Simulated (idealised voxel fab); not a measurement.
process module | voxel double patterning
Square cell edge 5 nm, section width 155 nm, ID cut.
In what follows, cross-sections appear as grids of square cells, described through bands that run from the top down, where every band is one or more rows of cells. This entry defines a band. It first specifies the height of the band's top and the height of its bottom in nm, and then specifies the band's materials from left to right, stating each material with its width in nm. The word "everywhere" identifies a single material that fills the band from edge to edge, while the word "blank" identifies empty space. Note: height 0 marks the level under which the wafer is uniformly one material as received. Lowest band unbounded below, written "z 0 and below". It should be noted that a width expressed as "30 to 40" varies in equal increments from row to row of cells within the band, taking the value of the first number at the top row and that of the second number at the bottom row. Any step labelled "nothing got changed" changed none of the cells in the cross-section. Basically, "Catalogued sealed voids" tells you about the enclosed voids: empty spaces with no open way to the top, 8 cells or bigger, each written width x height at distance, where distance is from the left edge, all in nm. It should be noted that, on the line of a given step, the content following the step's settings is a remark produced by the simulator itself with respect to that step. The "overlay nm" setting may appear on a step's line; for a step that uses a mask, it gives how far to the right of its planned position the mask lay, and a negative value indicates the left.
Intended process steps
- 1: RECEIVE (material Si)
- 2: CONFORMAL_DEP (material SiO2; thk nm 5)
- 3: DIRECTIONAL_DEP (material polySi; thk nm 10)
- 4: DIRECTIONAL_DEP (material SiN; thk nm 10)
- 5: MASKED_ETCH (tone open; mask id FIRST; width nm 15; pitch nm 50; etch materials SiN; depth nm 10; overlay nm 0)
- 6: PATTERN (tone open; mask id SECOND; material resist; width nm 15; pitch nm 50; thk nm 15; overlay nm 0)
- 7: DIRECTIONAL_ETCH (etch materials SiN; depth nm 10)
- 8: STRIP (etch materials resist)
- 9: DIRECTIONAL_ETCH (etch materials polySi; depth nm 10)
- 10: STRIP (etch materials SiN)
As received (post step 1): cross-section
* z 0 and below: Si everywhere
* Catalogued sealed voids: none
Below is the wafer in cross-section after the module was completed. It began from the starting point shown above and followed the plan shown above, except that one mistake was made while running it
* z 15 to 5: blank=20, then polySi=15, then blank=35, then polySi=15, then blank=35, then polySi=15, then blank=20
* z 5 to 0: SiO2 everywhere
* z 0 and below: Si everywhere
* Catalogued sealed voids: none
Here's what went sideways: in deviation from the planned setting, step 5 was conducted as MASKED_ETCH (tone cover; mask id FIRST; width nm 15; pitch nm 50; etch materials SiN; depth nm 10; overlay nm 0)
